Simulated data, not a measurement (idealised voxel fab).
Process module name: voxel self aligned vias
Cross-sectional view cut (width: 250 nm; square cell size: 5 nm).
Just so we're on the same page, the cross-sections are grids of square cells, and they're listed out in bands top to bottom, each band one or more rows deep.
What a band's entry tells you: where the top is and where the bottom is, as heights in nm, and after that what lies inside, material by material from left to right, each with its width in nm. Empty space is written as the word "empty", and a single material marked with the word "all across" occupies the band from edge to edge.
Height 0 is the level under which the wafer as received is all one material. The lowest band goes on downwards, as in "z 0 and below".
The expression "30->40" gives the width at the extremes of the band, the first number at its top row of cells and the second at its bottom row, with the width changing by equal amounts from each row to the next in between.
Reading "left unchanged" for a step: not a cell of the cross-section changed in it.
"closed voids": empty spaces of 8 cells or more with no open way to the top, each given as width x height at distance, distance from the left edge, all in nm.
Formally, on a step line, whatever follows the settings is a remark that the simulator itself makes on the step.
On any step carrying a mask, the "overlay nm" setting, if present on the step's line, tells how far right of its planned place the mask lay; negative values point to the left.
Planned process steps
1. RECEIVE, material Si
2. CONFORMAL_DEP, material SiO2, thk nm 10
3. CONFORMAL_DEP, material SiCN, thk nm 5
4. DIRECTIONAL_DEP, material SiO2, thk nm 20
5. PATTERN, tone open, mask id LINES, material resist, width nm 30, pitch nm 55, thk nm 15, overlay nm -15
6. DIRECTIONAL_ETCH, etch materials SiO2, depth nm 20
7. STRIP, etch materials resist
8. CONFORMAL_DEP, material TiN, thk nm 5
9. FILL_DEP, material Ru, thk nm 5
10. CMP, height nm 35
11. SELECTIVE_ETCH, etch materials W Ru TiN, depth nm 5
12. FILL_DEP, material SiN, thk nm 10
13. CMP, height nm 35
14. DIRECTIONAL_DEP, material SiO2, thk nm 20
15. MASKED_ETCH, tone open, mask id VIAS, width nm 40, pitch nm 55, etch materials SiO2, depth nm 20, overlay nm 0
16. MASKED_ETCH, tone open, mask id VIAS, width nm 40, pitch nm 55, etch materials SiN, depth nm 5, overlay nm 0
17. CONFORMAL_DEP, material TiN, thk nm 5
18. FILL_DEP, material Ru, thk nm 10
19. CMP, height nm 55
20. CONFORMAL_DEP, material SiCN, thk nm 5
Where the wafers of this document differ is in the overlay nm of step 5; they start out the same, and the plan states the value that applied to the first wafer.
First wafer of several, as received: cross-section after step 1
    z 0 and below: Si all across
    closed voids: none
Last step of the module is step 20; after it, the first of several wafers in cross-section
    z 60 to 55: SiCN all across
    z 55 to 40: SiO2 (50) / TiN (5) / Ru (30) / TiN (5) / SiO2 (15) / TiN (5) / Ru (30) / TiN (5) / SiO2 (15) / TiN (5) / Ru (30) / TiN (5) / SiO2 (50)
    z 40 to 35: SiO2 (50) / TiN (5) / Ru (10) / TiN (25) / SiO2 (15) / TiN (5) / Ru (10) / TiN (25) / SiO2 (15) / TiN (5) / Ru (10) / TiN (25) / SiO2 (50)
    z 35 to 30: SiO2 (40) / SiN (10) / TiN (20) / SiO2 (25) / SiN (10) / TiN (20) / SiO2 (25) / SiN (10) / TiN (20) / SiO2 (70)
    z 30 to 20: SiO2 (40) / TiN (5) / Ru (20) / TiN (5) / SiO2 (25) / TiN (5) / Ru (20) / TiN (5) / SiO2 (25) / TiN (5) / Ru (20) / TiN (5) / SiO2 (70)
    z 20 to 15: SiO2 (40) / TiN (30) / SiO2 (25) / TiN (30) / SiO2 (25) / TiN (30) / SiO2 (70)
    z 15 to 10: SiCN all across
    z 10 to 0: SiO2 all across
    z 0 and below: Si all across
    closed voids: none
Last wafer x-sec, end of module
    z 60 to 55: SiCN all across
    z 55 to 40: SiO2 (50) / TiN (5) / Ru (30) / TiN (5) / SiO2 (15) / TiN (5) / Ru (30) / TiN (5) / SiO2 (15) / TiN (5) / Ru (30) / TiN (5) / SiO2 (50)
    z 40 to 35: SiO2 (50) / TiN (25) / Ru (10) / TiN (5) / SiO2 (15) / TiN (25) / Ru (10) / TiN (5) / SiO2 (15) / TiN (25) / Ru (10) / TiN (5) / SiO2 (50)
    z 35 to 30: SiO2 (70) / TiN (20) / SiN (10) / SiO2 (25) / TiN (20) / SiN (10) / SiO2 (25) / TiN (20) / SiN (10) / SiO2 (40)
    z 30 to 20: SiO2 (70) / TiN (5) / Ru (20) / TiN (5) / SiO2 (25) / TiN (5) / Ru (20) / TiN (5) / SiO2 (25) / TiN (5) / Ru (20) / TiN (5) / SiO2 (40)
    z 20 to 15: SiO2 (70) / TiN (30) / SiO2 (25) / TiN (30) / SiO2 (25) / TiN (30) / SiO2 (40)
    z 15 to 10: SiCN all across
    z 10 to 0: SiO2 all across
    z 0 and below: Si all across
    closed voids: none
Tabulated below, wafer by wafer, are the end-of-module results: for each material, the number of cells gained (+) or lost (-) relative to the as-received state, followed by the closed voids
overlay nm -15 | +84 Ru | +100 SiCN | +6 SiN | +332 SiO2 | +78 TiN | closed voids: none
overlay nm -10 | +87 Ru | +100 SiCN | +3 SiN | +332 SiO2 | +78 TiN | closed voids: none
overlay nm -5 | +90 Ru | +100 SiCN | +332 SiO2 | +78 TiN | closed voids: none
overlay nm 0 | +90 Ru | +100 SiCN | +332 SiO2 | +78 TiN | closed voids: none
overlay nm 5 | +90 Ru | +100 SiCN | +332 SiO2 | +78 TiN | closed voids: none
overlay nm 10 | +87 Ru | +100 SiCN | +3 SiN | +332 SiO2 | +78 TiN | closed voids: none
overlay nm 15 | +84 Ru | +100 SiCN | +6 SiN | +332 SiO2 | +78 TiN | closed voids: none
